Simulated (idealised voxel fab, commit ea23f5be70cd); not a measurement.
Process module heading - voxel transistor to metal
Cross-section cut spans 150 nm and uses square cells 5 nm in size.
Heads up, the way a cross-section reads in here is a grid of square cells, handed over as bands from the top down, with every band being one or more rows of cells.
The entry gives the band's vertical extent as a top height and a bottom height in nm, then its horizontal make-up as materials from left to right, each with a width in nm. "blank" stands for empty space; a single material marked "everywhere" fills the band edge to edge.
Heads up on the height convention: 0 is the point under which the incoming wafer is all one material, and the lowest band has no bottom, it just keeps going down, like "0 and below".
A width such as "30..40" changes by the same amount from each row of cells to the next, from the band's top row to its bottom row.
"nothing altered" (step): cross-section cells unchanged, all of them.
In the "Completely enclosed voids" entry, you get each enclosed empty space of 8 cells or more, one with no open way to the top, written width x height at distance, distance from the left edge, in nm.
Whatever follows a step's settings on its line is a remark the simulator itself makes about that step.
What "overlay nm" on a step's line means: if the step has a mask, that mask lay this far to the right of its planned place, or, when the value is negative, to the left.

The following list gives the planned process steps
| 1 | RECEIVE (material Si) |
| 2 | CONFORMAL_DEP (material SiO2; thk nm 5) |
| 3 | CONFORMAL_DEP (material SiN; thk nm 15) |
| 4 | MASKED_ETCH (tone cover; mask id ACTIVE; width nm 105; etch materials SiN; depth nm 15; overlay nm 0) |
| 5 | MASKED_ETCH (tone cover; mask id ACTIVE; width nm 105; etch materials SiO2; depth nm 5; overlay nm 0) |
| 6 | MASKED_ETCH (tone cover; mask id ACTIVE; width nm 105; etch materials Si; depth nm 30; overlay nm 0) |
| 7 | FILL_DEP (material SiO2; thk nm 10) |
| 8 | CMP (height nm 20) |
| 9 | SELECTIVE_ETCH (etch materials SiO2; depth nm 10) |
| 10 | STRIP (etch materials SiN) |
| 11 | SELECTIVE_ETCH (etch materials SiO2; depth nm 5) |
| 12 | OXIDIZE (depth nm 5) |
| 13 | DIRECTIONAL_DEP (material polySi; thk nm 20) |
| 14 | DIRECTIONAL_DEP (material SiCN; thk nm 10) |
| 15 | MASKED_ETCH (tone cover; mask id GATE; width nm 25; etch materials SiCN; depth nm 20; overlay nm 0) |
| 16 | MASKED_ETCH (tone cover; mask id GATE; width nm 25; etch materials polySi; depth nm 30; overlay nm 0) |
| 17 | CONFORMAL_DEP (material SiN; thk nm 5) |
| 18 | DIRECTIONAL_ETCH (etch materials SiN; depth nm 5) |
| 19 | DIRECTIONAL_ETCH (etch materials SiO2; depth nm 5) |
| 20 | EPI (material nSi; thk nm 5) |
| 21 | FILL_DEP (material SiO2; thk nm 10) |
| 22 | CMP (height nm 30) |
| 23 | DIRECTIONAL_DEP (material SiO2; thk nm 10) |
| 24 | MASKED_ETCH (tone open; mask id CONTACT; width nm 15; pitch nm 80; etch materials SiO2; depth nm 40; overlay nm 0) |
| 25 | CONFORMAL_DEP (material TiN; thk nm 5) |
| 26 | FILL_DEP (material W; thk nm 10) |
| 27 | CMP (height nm 40) |
| 28 | CONFORMAL_DEP (material SiCN; thk nm 5) |
| 29 | DIRECTIONAL_DEP (material SiO2; thk nm 15) |
| 30 | MASKED_ETCH (tone open; mask id METAL_1; width nm 15; pitch nm 80; etch materials SiO2; depth nm 15; overlay nm 0) |
| 31 | MASKED_ETCH (tone open; mask id METAL_1; width nm 15; pitch nm 80; etch materials SiCN; depth nm 5; overlay nm 0) |
| 32 | CONFORMAL_DEP (material TiN; thk nm 5) |
| 33 | FILL_DEP (material Cu; thk nm 10) |
| 34 | CMP (height nm 60) |
| 35 | CONFORMAL_DEP (material SiCN; thk nm 5) |
| 36 | DIRECTIONAL_DEP (material SiO2; thk nm 25) |
| 37 | MASKED_ETCH (tone open; mask id METAL_2; width nm 15; pitch nm 80; etch materials SiO2; depth nm 15; overlay nm 0) |
| 38 | MASKED_ETCH (tone open; mask id METAL_2_HOLES; width nm 15; pitch nm 80; etch materials SiO2; depth nm 10; overlay nm 0) |
| 39 | MASKED_ETCH (tone open; mask id METAL_2_HOLES; width nm 15; pitch nm 80; etch materials SiCN; depth nm 5; overlay nm 0) |
| 40 | CONFORMAL_DEP (material TiN; thk nm 5) |
| 41 | FILL_DEP (material Ru; thk nm 10) |
| 42 | CMP (height nm 90) |
| 43 | CONFORMAL_DEP (material SiN; thk nm 5) |

The cross-section here shows the wafer as received, i.e. in its state after step 1
* 0 and below | Si everywhere
* Completely enclosed voids: none

Figure: cross-sectional view of the wafer upon completion of the module, processed from the initial state and according to the plan depicted above, with one error introduced during execution
* 95 down to 90 | SiN everywhere
* 90 down to 65 | SiO2 everywhere
* 65 down to 60 | SiCN everywhere
* 60 down to 45 | 25 of SiO2, 5 of TiN, 5 of Cu, 5 of TiN, 65 of SiO2, 5 of TiN, 5 of Cu, 5 of TiN, 30 of SiO2
* 45 down to 40 | 25 of SiCN, 15 of TiN, 65 of SiCN, 15 of TiN, 30 of SiCN
* 40 down to 30 | 25 of SiO2, 5 of TiN, 5 of W, 5 of TiN, 65 of SiO2, 5 of TiN, 5 of W, 5 of TiN, 30 of SiO2
* 30 down to 20 | 25 of SiO2, 5 of TiN, 5 of W, 5 of TiN, 15 of SiO2, 5 of SiN, 25 of SiCN, 5 of SiN, 15 of SiO2, 5 of TiN, 5 of W, 5 of TiN, 30 of SiO2
* 20 down to 5 | 25 of SiO2, 5 of TiN, 5 of W, 5 of TiN, 15 of SiO2, 5 of SiN, 25 of polySi, 5 of SiN, 15 of SiO2, 5 of TiN, 5 of W, 5 of TiN, 30 of SiO2
* 5 down to 0 | 15 of SiO2, 5 of SiN, 5 of SiO2, 15 of TiN, 15 of SiO2, 5 of SiN, 25 of polySi, 5 of SiN, 15 of SiO2, 15 of TiN, 5 of SiO2, 5 of SiN, 20 of SiO2
* 0 down to -5 | 20 of SiO2, 35 of nSi, 35 of SiO2, 35 of nSi, 25 of SiO2
* -5 down to -30 | 20 of SiO2, 105 of Si, 25 of SiO2
* -30 and below | Si everywhere
* Completely enclosed voids: none
It is concluded that the wafer was processed incorrectly with respect to the plan, in that plan step 36 ran twice
